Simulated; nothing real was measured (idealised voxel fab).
process module | voxel ribs on slabs
cross-section cut | 170 nm wide | cells 5 nm
A cross-section is a grid of square cells, given in bands from the top down. A band is one or more rows of cells.
Each band's line starts with the height of the band's top and of its bottom, in nm. Then come its materials from left to right, each with its width in nm. One material with "throughout" fills the band from edge to edge. "air" is empty space.
Height 0 is the level under which the wafer as received is all one material. The lowest band goes on downwards, as in "0 down".
A width such as "30 to 40" changes by the same amount from each row of cells to the next, from the band's top row to its bottom row.
"no change" after a step means that no cell of the cross-section changed.
closed voids: empty space of 8 cells or more with no open way to the top, each as width x height at its distance from the left edge, in nm
after a step's settings: what the simulator itself notes on the step
overlay nm, on a step with a mask: how far to the right of its planned place the mask lay; to the left if negative
Each pair below shows a cross-section before one step and the cross-section after it, down to the lowest band that changed. The line under each pair gives the step between them, with its settings. The pairs can come from different runs of this module on the same starting wafer, so a pair continues from the pair above only where its "before" says so.
before
  0 down: Si throughout
  closed voids: none
after
  20 to 0: SiO2 throughout
  below 0: unchanged
  closed voids: none
the step between: op DIRECTIONAL_DEP | material SiO2 | thk nm 20
before: the cross-section after the pair above
after
  35 to 20: polySi throughout
  below 20: unchanged
  closed voids: none
the step between: op DIRECTIONAL_DEP | material polySi | thk nm 15
before: the cross-section after the pair above
after
  35 to 25: air 70 | polySi 30 | air 70
  below 25: unchanged
  closed voids: none
the step between: op MASKED_ETCH | tone cover | mask id RIB | width nm 30 | etch materials polySi | depth nm 10 | overlay nm 0
before: the cross-section after the pair above
after
  50 to 40: air 70 | aC 30 | air 70
  40 to 35: aC throughout
  35 to 25: aC 70 | polySi 30 | aC 70
  below 25: unchanged
  closed voids: none
the step between: op DIRECTIONAL_DEP | material aC | thk nm 15
before: the cross-section after the pair above
after
  85 to 50: air 50 | resist 70 | air 50
  50 to 40: air 50 | resist 20 | aC 30 | resist 20 | air 50
  below 40: unchanged
  closed voids: none
the step between: op PATTERN | tone cover | mask id SLAB | material resist | width nm 70 | thk nm 35 | overlay nm 0
before: the cross-section after the pair above
after
  70 to 50: air 50 | resist 70 | air 50
  50 to 40: air 50 | resist 20 | aC 30 | resist 20 | air 50
  40 to 35: air 50 | aC 70 | air 50
  35 to 25: air 50 | aC 20 | polySi 30 | aC 20 | air 50
  below 25: unchanged
  closed voids: none
the step between: op DIRECTIONAL_ETCH | etch materials aC | depth nm 15
before: the cross-section after the pair above
after
  50 to 40: air 70 | aC 30 | air 70
  below 40: unchanged
  closed voids: none
the step between: op STRIP | etch materials resist
before: the cross-section after the pair above
after
  50 to 40: air 70 | aC 30 | air 70
  40 to 35: air 50 | aC 70 | air 50
  35 to 25: air 50 | aC 20 | polySi 30 | aC 20 | air 50
  25 to 20: air 50 | polySi 70 | air 50
  below 20: unchanged
  closed voids: none
the step between: op DIRECTIONAL_ETCH | etch materials polySi | depth nm 5
before: the cross-section after the pair above
after
  35 to 25: air 70 | polySi 30 | air 70
  below 25: unchanged
  closed voids: none
the step between: op STRIP | etch materials aC
before: the cross-section after the pair above
after
  50 to 35: SiO2 throughout
  35 to 25: SiO2 70 | polySi 30 | SiO2 70
  25 to 20: SiO2 50 | polySi 70 | SiO2 50
  below 20: unchanged
  closed voids: none
the step between: op FILL_DEP | material SiO2 | thk nm 15
before: the cross-section after the pair above
after
  45 to 35: SiO2 throughout
  below 35: unchanged
  closed voids: none
the step between: op CMP | height nm 45
before: the cross-section after the pair above
after
  55 to 45: W throughout
  below 45: unchanged
  closed voids: none
the step between: op DIRECTIONAL_DEP | material W | thk nm 10
before: the cross-section after the pair above
after
  65 to 55: aC throughout
  below 55: unchanged
  closed voids: none
the step between: op DIRECTIONAL_DEP | material aC | thk nm 10
before: the cross-section after the pair above
after
  90 to 65: air 65 | resist 40 | air 65
  below 65: unchanged
  closed voids: none
the step between: op PATTERN | tone cover | mask id HEATER | material resist | width nm 40 | thk nm 25 | overlay nm 0
before: the cross-section after the pair above
after
  80 to 65: air 65 | resist 40 | air 65
  65 to 55: air 65 | aC 40 | air 65
  below 55: unchanged
  closed voids: none
the step between: op DIRECTIONAL_ETCH | etch materials aC | depth nm 10
before: the cross-section after the pair above
after
  65 to 55: air 65 | aC 40 | air 65
  below 55: unchanged
  closed voids: none
the step between: op STRIP | etch materials resist
before: the cross-section after the pair above
after
  65 to 55: air 65 | aC 40 | air 65
  55 to 45: air 65 | W 40 | air 65
  below 45: unchanged
  closed voids: none
the step between: op DIRECTIONAL_ETCH | etch materials W | depth nm 10
before: the cross-section after the pair above
after
  55 to 45: air 65 | W 40 | air 65
  below 45: unchanged
  closed voids: none
the step between: op STRIP | etch materials aC
before: the cross-section after the pair above
after
  65 to 55: air 55 | SiN 60 | air 55
  55 to 45: SiN 65 | W 40 | SiN 65
  below 45: unchanged
  closed voids: none
the step between: op CONFORMAL_DEP | material SiN | thk nm 10
before
  35 to 20: polySi throughout
  20 to 0: SiO2 throughout
  0 down: Si throughout
  closed voids: none
after
  50 to 20: polySi throughout
  below 20: unchanged
  closed voids: none
the step between: op DIRECTIONAL_DEP | material polySi | thk nm 15
before: the cross-section after the pair above
after
  50 to 40: air 70 | polySi 30 | air 70
  below 40: unchanged
  closed voids: none
the step between: op MASKED_ETCH | tone cover | mask id RIB | width nm 30 | etch materials polySi | depth nm 10 | overlay nm 0
before: the cross-section after the pair above
after
  65 to 55: air 70 | aC 30 | air 70
  55 to 50: aC throughout
  50 to 40: aC 70 | polySi 30 | aC 70
  below 40: unchanged
  closed voids: none
the step between: op DIRECTIONAL_DEP | material aC | thk nm 15
before: the cross-section after the pair above
after
  100 to 65: air 50 | resist 70 | air 50
  65 to 55: air 50 | resist 20 | aC 30 | resist 20 | air 50
  below 55: unchanged
  closed voids: none
the step between: op PATTERN | tone cover | mask id SLAB | material resist | width nm 70 | thk nm 35 | overlay nm 0
before: the cross-section after the pair above
after
  85 to 65: air 50 | resist 70 | air 50
  65 to 55: air 50 | resist 20 | aC 30 | resist 20 | air 50
  55 to 50: air 50 | aC 70 | air 50
  50 to 40: air 50 | aC 20 | polySi 30 | aC 20 | air 50
  below 40: unchanged
  closed voids: none
the step between: op DIRECTIONAL_ETCH | etch materials aC | depth nm 15
before: the cross-section after the pair above
after
  65 to 55: air 70 | aC 30 | air 70
  below 55: unchanged
  closed voids: none
the step between: op STRIP | etch materials resist
before: the cross-section after the pair above
after
  65 to 55: air 70 | aC 30 | air 70
  55 to 50: air 50 | aC 70 | air 50
  50 to 40: air 50 | aC 20 | polySi 30 | aC 20 | air 50
  40 to 35: air 50 | polySi 70 | air 50
  below 35: unchanged
  closed voids: none
the step between: op DIRECTIONAL_ETCH | etch materials polySi | depth nm 5
before: the cross-section after the pair above
after
  50 to 40: air 70 | polySi 30 | air 70
  below 40: unchanged
  closed voids: none
the step between: op STRIP | etch materials aC
before: the cross-section after the pair above
after
  65 to 50: SiO2 throughout
  50 to 40: SiO2 70 | polySi 30 | SiO2 70
  40 to 35: SiO2 50 | polySi 70 | SiO2 50
  below 35: unchanged
  closed voids: none
the step between: op FILL_DEP | material SiO2 | thk nm 15
before: the cross-section after the pair above
after
  45 to 35: SiO2 70 to 50 | polySi 30 to 70 | SiO2 70 to 50
  below 35: unchanged
  closed voids: none
the step between: op CMP | height nm 45
before: the cross-section after the pair above
after
  55 to 45: W throughout
  below 45: unchanged
  closed voids: none
the step between: op DIRECTIONAL_DEP | material W | thk nm 10
before: the cross-section after the pair above
after
  65 to 55: aC throughout
  below 55: unchanged
  closed voids: none
the step between: op DIRECTIONAL_DEP | material aC | thk nm 10
before: the cross-section after the pair above
after
  90 to 65: air 65 | resist 40 | air 65
  below 65: unchanged
  closed voids: none
the step between: op PATTERN | tone cover | mask id HEATER | material resist | width nm 40 | thk nm 25 | overlay nm 0
before: the cross-section after the pair above
after
  80 to 65: air 65 | resist 40 | air 65
  65 to 55: air 65 | aC 40 | air 65
  below 55: unchanged
  closed voids: none
the step between: op DIRECTIONAL_ETCH | etch materials aC | depth nm 10
before: the cross-section after the pair above
after
  65 to 55: air 65 | aC 40 | air 65
  below 55: unchanged
  closed voids: none
the step between: op STRIP | etch materials resist
before: the cross-section after the pair above
after
  65 to 55: air 65 | aC 40 | air 65
  55 to 45: air 65 | W 40 | air 65
  below 45: unchanged
  closed voids: none
the step between: op DIRECTIONAL_ETCH | etch materials W | depth nm 10
before: the cross-section after the pair above
after
  55 to 45: air 65 | W 40 | air 65
  below 45: unchanged
  closed voids: none
the step between: op STRIP | etch materials aC
before: the cross-section after the pair above
after
  65 to 55: air 55 | SiN 60 | air 55
  55 to 45: SiN 65 | W 40 | SiN 65
  below 45: unchanged
  closed voids: none
the step between: op CONFORMAL_DEP | material SiN | thk nm 10
before
  0 down: Si throughout
  closed voids: none
after
  15 to 0: polySi throughout
  below 0: unchanged
  closed voids: none
the step between: op DIRECTIONAL_DEP | material polySi | thk nm 15
before: the cross-section after the pair above
after
  35 to 15: SiO2 throughout
  below 15: unchanged
  closed voids: none
the step between: op DIRECTIONAL_DEP | material SiO2 | thk nm 20
before: the cross-section after the pair above
after
  50 to 35: aC throughout
  below 35: unchanged
  closed voids: none
the step between: op DIRECTIONAL_DEP | material aC | thk nm 15
before: the cross-section after the pair above
after
  85 to 50: air 50 | resist 70 | air 50
  below 50: unchanged
  closed voids: none
the step between: op PATTERN | tone cover | mask id SLAB | material resist | width nm 70 | thk nm 35 | overlay nm 0
before: the cross-section after the pair above
after
  70 to 50: air 50 | resist 70 | air 50
  50 to 35: air 50 | aC 70 | air 50
  below 35: unchanged
  closed voids: none
the step between: op DIRECTIONAL_ETCH | etch materials aC | depth nm 15
before: the cross-section after the pair above
after
  50 to 35: air 50 | aC 70 | air 50
  below 35: unchanged
  closed voids: none
the step between: op STRIP | etch materials resist
before: the cross-section after the pair above
after
  35 to 15: SiO2 throughout
  below 15: unchanged
  closed voids: none
the step between: op STRIP | etch materials aC
before: the cross-section after the pair above
after
  50 to 15: SiO2 throughout
  below 15: unchanged
  closed voids: none
the step between: op FILL_DEP | material SiO2 | thk nm 15
before: the cross-section after the pair above
after
  45 to 15: SiO2 throughout
  below 15: unchanged
  closed voids: none
the step between: op CMP | height nm 45
before: the cross-section after the pair above
after
  55 to 45: W throughout
  below 45: unchanged
  closed voids: none
the step between: op DIRECTIONAL_DEP | material W | thk nm 10
before: the cross-section after the pair above
after
  65 to 55: aC throughout
  below 55: unchanged
  closed voids: none
the step between: op DIRECTIONAL_DEP | material aC | thk nm 10
before: the cross-section after the pair above
after
  90 to 65: air 65 | resist 40 | air 65
  below 65: unchanged
  closed voids: none
the step between: op PATTERN | tone cover | mask id HEATER | material resist | width nm 40 | thk nm 25 | overlay nm 0
before: the cross-section after the pair above
after
  80 to 65: air 65 | resist 40 | air 65
  65 to 55: air 65 | aC 40 | air 65
  below 55: unchanged
  closed voids: none
the step between: op DIRECTIONAL_ETCH | etch materials aC | depth nm 10
before: the cross-section after the pair above
after
  65 to 55: air 65 | aC 40 | air 65
  below 55: unchanged
  closed voids: none
the step between: op STRIP | etch materials resist
before: the cross-section after the pair above
after
  65 to 55: air 65 | aC 40 | air 65
  55 to 45: air 65 | W 40 | air 65
  below 45: unchanged
  closed voids: none
the step between: op DIRECTIONAL_ETCH | etch materials W | depth nm 10
before: the cross-section after the pair above
after
  55 to 45: air 65 | W 40 | air 65
  below 45: unchanged
  closed voids: none
the step between: op STRIP | etch materials aC
before: the cross-section after the pair above
after
  65 to 55: air 55 | SiN 60 | air 55
  55 to 45: SiN 65 | W 40 | SiN 65
  below 45: unchanged
  closed voids: none
the step between: op CONFORMAL_DEP | material SiN | thk nm 10
before
  35 to 20: polySi throughout
  20 to 0: SiO2 throughout
  0 down: Si throughout
  closed voids: none
after
  35 to 30: air 70 | polySi 30 | air 70
  below 30: unchanged
  closed voids: none
the step between: op MASKED_ETCH | tone cover | mask id RIB | width nm 30 | etch materials polySi | depth nm 5 | overlay nm 0
before: the cross-section after the pair above
after
  50 to 45: air 70 | aC 30 | air 70
  45 to 35: aC throughout
  35 to 30: aC 70 | polySi 30 | aC 70
  below 30: unchanged
  closed voids: none
the step between: op DIRECTIONAL_DEP | material aC | thk nm 15
before: the cross-section after the pair above
after
  85 to 50: air 50 | resist 70 | air 50
  50 to 45: air 50 | resist 20 | aC 30 | resist 20 | air 50
  below 45: unchanged
  closed voids: none
the step between: op PATTERN | tone cover | mask id SLAB | material resist | width nm 70 | thk nm 35 | overlay nm 0
before: the cross-section after the pair above
after
  70 to 50: air 50 | resist 70 | air 50
  50 to 45: air 50 | resist 20 | aC 30 | resist 20 | air 50
  45 to 35: air 50 | aC 70 | air 50
  35 to 30: air 50 | aC 20 | polySi 30 | aC 20 | air 50
  below 30: unchanged
  closed voids: none
the step between: op DIRECTIONAL_ETCH | etch materials aC | depth nm 15
before: the cross-section after the pair above
after
  50 to 45: air 70 | aC 30 | air 70
  below 45: unchanged
  closed voids: none
the step between: op STRIP | etch materials resist
before: the cross-section after the pair above
after
  50 to 45: air 70 | aC 30 | air 70
  45 to 35: air 50 | aC 70 | air 50
  35 to 30: air 50 | aC 20 | polySi 30 | aC 20 | air 50
  30 to 25: air 50 | polySi 70 | air 50
  below 25: unchanged
  closed voids: none
the step between: op DIRECTIONAL_ETCH | etch materials polySi | depth nm 5
before: the cross-section after the pair above
after
  35 to 25: air 70 to 50 | polySi 30 to 70 | air 70 to 50
  below 25: unchanged
  closed voids: none
the step between: op STRIP | etch materials aC
before: the cross-section after the pair above
after
  50 to 35: SiO2 throughout
  35 to 25: SiO2 70 to 50 | polySi 30 to 70 | SiO2 70 to 50
  below 25: unchanged
  closed voids: none
the step between: op FILL_DEP | material SiO2 | thk nm 15
before: the cross-section after the pair above
after
  45 to 35: SiO2 throughout
  below 35: unchanged
  closed voids: none
the step between: op CMP | height nm 45
before: the cross-section after the pair above
after
  55 to 45: W throughout
  below 45: unchanged
  closed voids: none
the step between: op DIRECTIONAL_DEP | material W | thk nm 10
before: the cross-section after the pair above
after
  65 to 55: aC throughout
  below 55: unchanged
  closed voids: none
the step between: op DIRECTIONAL_DEP | material aC | thk nm 10
before: the cross-section after the pair above
after
  90 to 65: air 65 | resist 40 | air 65
  below 65: unchanged
  closed voids: none
the step between: op PATTERN | tone cover | mask id HEATER | material resist | width nm 40 | thk nm 25 | overlay nm 0
before: the cross-section after the pair above
after
  80 to 65: air 65 | resist 40 | air 65
  65 to 55: air 65 | aC 40 | air 65
  below 55: unchanged
  closed voids: none
the step between: op DIRECTIONAL_ETCH | etch materials aC | depth nm 10
before: the cross-section after the pair above
after
  65 to 55: air 65 | aC 40 | air 65
  below 55: unchanged
  closed voids: none
the step between: op STRIP | etch materials resist
before: the cross-section after the pair above
after
  65 to 55: air 65 | aC 40 | air 65
  55 to 45: air 65 | W 40 | air 65
  below 45: unchanged
  closed voids: none
the step between: op DIRECTIONAL_ETCH | etch materials W | depth nm 10
before: the cross-section after the pair above
after
  55 to 45: air 65 | W 40 | air 65
  below 45: unchanged
  closed voids: none
the step between: op STRIP | etch materials aC
before: the cross-section after the pair above
after
  65 to 55: air 55 | SiN 60 | air 55
  55 to 45: SiN 65 | W 40 | SiN 65
  below 45: unchanged
  closed voids: none
the step between: op CONFORMAL_DEP | material SiN | thk nm 10
before
  65 to 55: aC throughout
  55 to 45: W throughout
  45 to 35: SiO2 throughout
  35 to 25: SiO2 70 | polySi 30 | SiO2 70
  25 to 20: SiO2 50 | polySi 70 | SiO2 50
  20 to 0: SiO2 throughout
  0 down: Si throughout
  closed voids: none
after
  90 to 65: air 70 | resist 35 | air 65
  below 65: unchanged
  closed voids: none
the step between: op PATTERN | tone cover | mask id HEATER | material resist | width nm 35 | thk nm 25 | overlay nm 0
before: the cross-section after the pair above
after
  80 to 65: air 70 | resist 35 | air 65
  65 to 55: air 70 | aC 35 | air 65
  below 55: unchanged
  closed voids: none
the step between: op DIRECTIONAL_ETCH | etch materials aC | depth nm 10
before: the cross-section after the pair above
after
  65 to 55: air 70 | aC 35 | air 65
  below 55: unchanged
  closed voids: none
the step between: op STRIP | etch materials resist
before: the cross-section after the pair above
after
  65 to 55: air 70 | aC 35 | air 65
  55 to 45: air 70 | W 35 | air 65
  below 45: unchanged
  closed voids: none
the step between: op DIRECTIONAL_ETCH | etch materials W | depth nm 10
before: the cross-section after the pair above
after
  55 to 45: air 70 | W 35 | air 65
  below 45: unchanged
  closed voids: none
the step between: op STRIP | etch materials aC
before: the cross-section after the pair above
after
  65 to 55: air 60 | SiN 55 | air 55
  55 to 45: SiN 70 | W 35 | SiN 65
  below 45: unchanged
  closed voids: none
the step between: op CONFORMAL_DEP | material SiN | thk nm 10
before
  65 to 55: aC throughout
  55 to 45: W throughout
  45 to 35: SiO2 throughout
  35 to 25: SiO2 70 | polySi 30 | SiO2 70
  25 to 20: SiO2 50 | polySi 70 | SiO2 50
  20 to 0: SiO2 throughout
  0 down: Si throughout
  closed voids: none
after
  90 to 65: air 75 | resist 40 | air 55
  below 65: unchanged
  closed voids: none
the step between: op PATTERN | tone cover | mask id HEATER | material resist | width nm 40 | thk nm 25 | overlay nm 10
before: the cross-section after the pair above
after
  80 to 65: air 75 | resist 40 | air 55
  65 to 55: air 75 | aC 40 | air 55
  below 55: unchanged
  closed voids: none
the step between: op DIRECTIONAL_ETCH | etch materials aC | depth nm 10
before: the cross-section after the pair above
after
  65 to 55: air 75 | aC 40 | air 55
  below 55: unchanged
  closed voids: none
the step between: op STRIP | etch materials resist
before: the cross-section after the pair above
after
  65 to 55: air 75 | aC 40 | air 55
  55 to 45: air 75 | W 40 | air 55
  below 45: unchanged
  closed voids: none
the step between: op DIRECTIONAL_ETCH | etch materials W | depth nm 10
before: the cross-section after the pair above
after
  55 to 45: air 75 | W 40 | air 55
  below 45: unchanged
  closed voids: none
the step between: op STRIP | etch materials aC
before: the cross-section after the pair above
after
  65 to 55: air 65 | SiN 60 | air 45
  55 to 45: SiN 75 | W 40 | SiN 55
  below 45: unchanged
  closed voids: none
the step between: op CONFORMAL_DEP | material SiN | thk nm 10
before
  45 to 35: SiO2 throughout
  35 to 25: SiO2 70 | polySi 30 | SiO2 70
  25 to 20: SiO2 50 | polySi 70 | SiO2 50
  20 to 0: SiO2 throughout
  0 down: Si throughout
  closed voids: none
after
  55 to 45: polySi throughout
  below 45: unchanged
  closed voids: none
the step between: op DIRECTIONAL_DEP | material polySi | thk nm 10
before: the cross-section after the pair above
after
  65 to 55: aC throughout
  below 55: unchanged
  closed voids: none
the step between: op DIRECTIONAL_DEP | material aC | thk nm 10
before: the cross-section after the pair above
after
  90 to 65: air 65 | resist 40 | air 65
  below 65: unchanged
  closed voids: none
the step between: op PATTERN | tone cover | mask id HEATER | material resist | width nm 40 | thk nm 25 | overlay nm 0
before: the cross-section after the pair above
after
  80 to 65: air 65 | resist 40 | air 65
  65 to 55: air 65 | aC 40 | air 65
  below 55: unchanged
  closed voids: none
the step between: op DIRECTIONAL_ETCH | etch materials aC | depth nm 10
before: the cross-section after the pair above
after
  65 to 55: air 65 | aC 40 | air 65
  below 55: unchanged
  closed voids: none
the step between: op STRIP | etch materials resist
before: the cross-section after the pair above
after
  55 to 45: polySi throughout
  below 45: unchanged
  closed voids: none
the step between: op STRIP | etch materials aC
before: the cross-section after the pair above
after
  65 to 55: SiN throughout
  below 55: unchanged
  closed voids: none
the step between: op CONFORMAL_DEP | material SiN | thk nm 10
before
  35 to 20: polySi throughout
  20 to 0: SiO2 throughout
  0 down: Si throughout
  closed voids: none
after
  35 to 25: polySi 70 | air 30 | polySi 70
  below 25: unchanged
  closed voids: none
the step between: op MASKED_ETCH | tone open | mask id RIB | width nm 30 | etch materials polySi | depth nm 10 | overlay nm 0
before: the cross-section after the pair above
after
  50 to 40: aC 70 | air 30 | aC 70
  40 to 35: aC throughout
  35 to 25: polySi 70 | aC 30 | polySi 70
  below 25: unchanged
  closed voids: none
the step between: op DIRECTIONAL_DEP | material aC | thk nm 15
before: the cross-section after the pair above
after
  85 to 50: air 50 | resist 70 | air 50
  50 to 40: aC 70 | resist 30 | aC 70
  below 40: unchanged
  closed voids: none
the step between: op PATTERN | tone cover | mask id SLAB | material resist | width nm 70 | thk nm 35 | overlay nm 0
before: the cross-section after the pair above
after
  70 to 50: air 50 | resist 70 | air 50
  50 to 40: air 50 | aC 20 | resist 30 | aC 20 | air 50
  40 to 35: air 50 | aC 70 | air 50
  below 35: unchanged
  closed voids: none
the step between: op DIRECTIONAL_ETCH | etch materials aC | depth nm 15
before: the cross-section after the pair above
after
  50 to 40: air 50 | aC 20 | air 30 | aC 20 | air 50
  below 40: unchanged
  closed voids: none
the step between: op STRIP | etch materials resist
before: the cross-section after the pair above
after
  50 to 40: air 50 | aC 20 | air 30 | aC 20 | air 50
  40 to 35: air 50 | aC 70 | air 50
  35 to 30: air 50 | polySi 20 | aC 30 | polySi 20 | air 50
  below 30: unchanged
  closed voids: none
the step between: op DIRECTIONAL_ETCH | etch materials polySi | depth nm 5
before: the cross-section after the pair above
after
  35 to 30: air 50 | polySi 20 | air 30 | polySi 20 | air 50
  30 to 25: polySi 70 | air 30 | polySi 70
  below 25: unchanged
  closed voids: none
the step between: op STRIP | etch materials aC
before: the cross-section after the pair above
after
  50 to 35: SiO2 throughout
  35 to 30: SiO2 50 | polySi 20 | SiO2 30 | polySi 20 | SiO2 50
  30 to 25: polySi 70 | SiO2 30 | polySi 70
  below 25: unchanged
  closed voids: none
the step between: op FILL_DEP | material SiO2 | thk nm 15
before: the cross-section after the pair above
after
  45 to 35: SiO2 throughout
  below 35: unchanged
  closed voids: none
the step between: op CMP | height nm 45
before: the cross-section after the pair above
after
  55 to 45: W throughout
  below 45: unchanged
  closed voids: none
the step between: op DIRECTIONAL_DEP | material W | thk nm 10
before: the cross-section after the pair above
after
  65 to 55: aC throughout
  below 55: unchanged
  closed voids: none
the step between: op DIRECTIONAL_DEP | material aC | thk nm 10
before: the cross-section after the pair above
after
  90 to 65: air 65 | resist 40 | air 65
  below 65: unchanged
  closed voids: none
the step between: op PATTERN | tone cover | mask id HEATER | material resist | width nm 40 | thk nm 25 | overlay nm 0
before: the cross-section after the pair above
after
  80 to 65: air 65 | resist 40 | air 65
  65 to 55: air 65 | aC 40 | air 65
  below 55: unchanged
  closed voids: none
the step between: op DIRECTIONAL_ETCH | etch materials aC | depth nm 10
before: the cross-section after the pair above
after
  65 to 55: air 65 | aC 40 | air 65
  below 55: unchanged
  closed voids: none
the step between: op STRIP | etch materials resist
before: the cross-section after the pair above
after
  65 to 55: air 65 | aC 40 | air 65
  55 to 45: air 65 | W 40 | air 65
  below 45: unchanged
  closed voids: none
the step between: op DIRECTIONAL_ETCH | etch materials W | depth nm 10
before: the cross-section after the pair above
after
  55 to 45: air 65 | W 40 | air 65
  below 45: unchanged
  closed voids: none
the step between: op STRIP | etch materials aC
before: the cross-section after the pair above
after
  65 to 55: air 55 | SiN 60 | air 55
  55 to 45: SiN 65 | W 40 | SiN 65
  below 45: unchanged
  closed voids: none
the step between: op CONFORMAL_DEP | material SiN | thk nm 10
